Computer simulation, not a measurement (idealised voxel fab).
process module | voxel wiring stack
cross-section cut | 265 nm wide | cells 5 nm
A cross-section is a grid of square cells, given in bands from the top down. A band is one or more rows of cells.
Each band's line starts with the height of the band's top and of its bottom, in nm. Then come its materials from left to right, each with its width in nm. One material with "throughout" fills the band from edge to edge. "air" is empty space.
Height 0 is the level under which the wafer as received is all one material. The lowest band goes on downwards, as in "0 down".
A width such as "30 to 40" changes by the same amount from each row of cells to the next, from the band's top row to its bottom row.
"no change" after a step means that no cell of the cross-section changed.
closed voids: empty space of 8 cells or more with no open way to the top, each as width x height at its distance from the left edge, in nm
after a step's settings: what the simulator itself notes on the step
overlay nm, on a step with a mask: how far to the right of its planned place the mask lay; to the left if negative
plan
1 op RECEIVE | material Si
2 op CONFORMAL_DEP | material SiO2 | thk nm 10
3 op CONFORMAL_DEP | material SiCN | thk nm 5
4 op DIRECTIONAL_DEP | material lowk | thk nm 25
5 op PATTERN | tone open | mask id METAL_1 | material resist | width nm 20 | pitch nm 45 | thk nm 20 | overlay nm 0
6 op DIRECTIONAL_ETCH | etch materials lowk | depth nm 25
7 op DIRECTIONAL_ETCH | etch materials SiCN | depth nm 5
8 op STRIP | etch materials resist
9 op CONFORMAL_DEP | material TiN | thk nm 5
10 op FILL_DEP | material Cu | thk nm 10
11 op CMP | height nm 40
12 op CONFORMAL_DEP | material SiCN | thk nm 5
13 op DIRECTIONAL_DEP | material lowk | thk nm 30
14 op MASKED_ETCH | tone open | mask id METAL_2 | width nm 20 | pitch nm 45 | etch materials lowk | depth nm 15 | overlay nm 0
15 op DIRECTIONAL_DEP | material aC | thk nm 10
16 op PATTERN | tone open | mask id METAL_2_HOLES | material resist | width nm 15 | pitch nm 45 | thk nm 30 | overlay nm 0
17 op DIRECTIONAL_ETCH | etch materials aC | depth nm 10
18 op STRIP | etch materials resist
19 op DIRECTIONAL_ETCH | etch materials lowk | depth nm 15
20 op DIRECTIONAL_ETCH | etch materials SiCN | depth nm 5
21 op STRIP | etch materials aC
22 op CONFORMAL_DEP | material TiN | thk nm 5
23 op FILL_DEP | material Cu | thk nm 10
24 op CMP | height nm 75
25 op CONFORMAL_DEP | material SiCN | thk nm 5
26 op DIRECTIONAL_DEP | material SiO2 | thk nm 15
27 op DIRECTIONAL_DEP | material aC | thk nm 15
28 op PATTERN | tone open | mask id PLUG_2 | material resist | width nm 15 | pitch nm 90 | thk nm 35 | overlay nm 0
29 op DIRECTIONAL_ETCH | etch materials aC | depth nm 15
30 op STRIP | etch materials resist
31 op DIRECTIONAL_ETCH | etch materials SiO2 | depth nm 15
32 op DIRECTIONAL_ETCH | etch materials SiCN | depth nm 5
33 op STRIP | etch materials aC
34 op EPI | material Ru | thk nm 10
35 op EPI | material Ru | thk nm 10
36 op DIRECTIONAL_DEP | material TiN | thk nm 5
37 op DIRECTIONAL_DEP | material Ru | thk nm 25
38 op MASKED_ETCH | tone cover | mask id METAL_3 | width nm 20 | pitch nm 45 | etch materials Ru | depth nm 25 | overlay nm 0
39 op MASKED_ETCH | tone cover | mask id METAL_3 | width nm 20 | pitch nm 45 | etch materials TiN | depth nm 5 | overlay nm 0
40 op FILL_DEP | material SiO2 | thk nm 10
41 op CMP | height nm 125
42 op CONFORMAL_DEP | material SiCN | thk nm 5
43 op DIRECTIONAL_DEP | material lowk | thk nm 25
44 op MASKED_ETCH | tone open | mask id METAL_4_HOLES | width nm 15 | pitch nm 45 | etch materials lowk | depth nm 25 | overlay nm 0
45 op PATTERN | tone open | mask id METAL_4 | material resist | width nm 20 | pitch nm 45 | thk nm 15 | overlay nm 0
46 op DIRECTIONAL_ETCH | etch materials lowk | depth nm 15
47 op DIRECTIONAL_ETCH | etch materials SiCN | depth nm 5
48 op STRIP | etch materials resist
49 op CONFORMAL_DEP | material TiN | thk nm 5
50 op FILL_DEP | material Cu | thk nm 10
51 op CMP | height nm 155
52 op CONFORMAL_DEP | material SiN | thk nm 5
as received, after step 1
  0 down: Si throughout
  closed voids: none
first wafer at the end, as planned
  160 to 155: SiN throughout
  155 to 145: lowk 55 | TiN 5 | Cu 10 | TiN 5 | lowk 25 | TiN 5 | Cu 10 | TiN 5 | lowk 25 | TiN 5 | Cu 10 | TiN 5 | lowk 25 | TiN 5 | Cu 10 | TiN 5 | lowk 55
  145 to 140: lowk 55 | TiN 5 | Cu 5 | TiN 10 | lowk 25 | TiN 5 | Cu 5 | TiN 10 | lowk 25 | TiN 5 | Cu 5 | TiN 10 | lowk 25 | TiN 5 | Cu 5 | TiN 10 | lowk 55
  140 to 130: lowk 55 | TiN 5 | Cu 5 | TiN 5 | lowk 30 | TiN 5 | Cu 5 | TiN 5 | lowk 30 | TiN 5 | Cu 5 | TiN 5 | lowk 30 | TiN 5 | Cu 5 | TiN 5 | lowk 60
  130 to 125: SiCN 55 | TiN 15 | SiCN 30 | TiN 15 | SiCN 30 | TiN 15 | SiCN 30 | TiN 15 | SiCN 60
  125 to 100: SiO2 55 | Ru 20 | SiO2 25 | Ru 20 | SiO2 25 | Ru 20 | SiO2 25 | Ru 20 | SiO2 55
  100 to 95: SiO2 55 | TiN 20 | SiO2 25 | TiN 20 | SiO2 25 | TiN 20 | SiO2 25 | TiN 20 | SiO2 55
  95 to 80: SiO2 55 | Ru 15 | SiO2 75 | Ru 15 | SiO2 105
  80 to 75: SiCN 55 | Ru 15 | SiCN 75 | Ru 15 | SiCN 105
  75 to 65: lowk 55 | TiN 5 | Cu 10 | TiN 5 | lowk 25 | TiN 5 | Cu 10 | TiN 5 | lowk 25 | TiN 5 | Cu 10 | TiN 5 | lowk 25 | TiN 5 | Cu 10 | TiN 5 | lowk 55
  65 to 60: lowk 55 | TiN 5 | Cu 5 | TiN 10 | lowk 25 | TiN 5 | Cu 5 | TiN 10 | lowk 25 | TiN 5 | Cu 5 | TiN 10 | lowk 25 | TiN 5 | Cu 5 | TiN 10 | lowk 55
  60 to 45: lowk 55 | TiN 5 | Cu 5 | TiN 5 | lowk 30 | TiN 5 | Cu 5 | TiN 5 | lowk 30 | TiN 5 | Cu 5 | TiN 5 | lowk 30 | TiN 5 | Cu 5 | TiN 5 | lowk 60
  45 to 40: SiCN 55 | TiN 15 | SiCN 30 | TiN 15 | SiCN 30 | TiN 15 | SiCN 30 | TiN 15 | SiCN 60
  40 to 15: lowk 55 | TiN 5 | Cu 10 | TiN 5 | lowk 25 | TiN 5 | Cu 10 | TiN 5 | lowk 25 | TiN 5 | Cu 10 | TiN 5 | lowk 25 | TiN 5 | Cu 10 | TiN 5 | lowk 55
  15 to 10: SiCN 55 | TiN 20 | SiCN 25 | TiN 20 | SiCN 25 | TiN 20 | SiCN 25 | TiN 20 | SiCN 55
  10 to 0: SiO2 throughout
  0 down: Si throughout
  closed voids: none
second wafer at the end: like start, like plan, one mistake
  160 to 155: SiN throughout
  155 to 145: lowk 55 | TiN 5 | Cu 10 | TiN 5 | lowk 25 | TiN 5 | Cu 10 | TiN 5 | lowk 25 | TiN 5 | Cu 10 | TiN 5 | lowk 25 | TiN 5 | Cu 10 | TiN 5 | lowk 55
  145 to 140: lowk 55 | TiN 5 | Cu 5 | TiN 10 | lowk 25 | TiN 5 | Cu 5 | TiN 10 | lowk 25 | TiN 5 | Cu 5 | TiN 10 | lowk 25 | TiN 5 | Cu 5 | TiN 10 | lowk 55
  140 to 130: lowk 55 | TiN 5 | Cu 5 | TiN 5 | lowk 30 | TiN 5 | Cu 5 | TiN 5 | lowk 30 | TiN 5 | Cu 5 | TiN 5 | lowk 30 | TiN 5 | Cu 5 | TiN 5 | lowk 60
  130 to 125: SiCN 55 | TiN 15 | SiCN 30 | TiN 15 | SiCN 30 | TiN 15 | SiCN 30 | TiN 15 | SiCN 60
  125 to 100: SiO2 55 | Ru 20 | SiO2 25 | Ru 20 | SiO2 25 | Ru 20 | SiO2 25 | Ru 20 | SiO2 55
  100 to 95: SiO2 55 | TiN 20 | SiO2 25 | TiN 20 | SiO2 25 | TiN 20 | SiO2 25 | TiN 20 | SiO2 55
  95 to 80: SiO2 55 | Ru 15 | SiO2 75 | Ru 15 | SiO2 105
  80 to 75: SiCN 55 | Ru 15 | SiCN 75 | Ru 15 | SiCN 105
  75 to 55: lowk 55 | TiN 5 | Cu 10 | TiN 5 | lowk 25 | TiN 5 | Cu 10 | TiN 5 | lowk 25 | TiN 5 | Cu 10 | TiN 5 | lowk 25 | TiN 5 | Cu 10 | TiN 5 | lowk 55
  55 to 45: lowk 55 | TiN 5 | Cu 5 | TiN 10 to 5 | lowk 25 to 30 | TiN 5 | Cu 5 | TiN 10 to 5 | lowk 25 to 30 | TiN 5 | Cu 5 | TiN 10 to 5 | lowk 25 to 30 | TiN 5 | Cu 5 | TiN 10 to 5 | lowk 55 to 60
  45 to 40: SiCN 55 | TiN 15 | SiCN 30 | TiN 15 | SiCN 30 | TiN 15 | SiCN 30 | TiN 15 | SiCN 60
  40 to 15: lowk 55 | TiN 5 | Cu 10 | TiN 5 | lowk 25 | TiN 5 | Cu 10 | TiN 5 | lowk 25 | TiN 5 | Cu 10 | TiN 5 | lowk 25 | TiN 5 | Cu 10 | TiN 5 | lowk 55
  15 to 10: SiCN 55 | TiN 20 | SiCN 25 | TiN 20 | SiCN 25 | TiN 20 | SiCN 25 | TiN 20 | SiCN 55
  10 to 0: SiO2 throughout
  0 down: Si throughout
  closed voids: none
what went wrong: step 14 ran as: op MASKED_ETCH | tone open | mask id METAL_2 | width nm 20 | pitch nm 45 | etch materials lowk | depth nm 25 | overlay nm 0
at the end the second wafer has, in cells: 8 more of Cu | 8 fewer of lowk
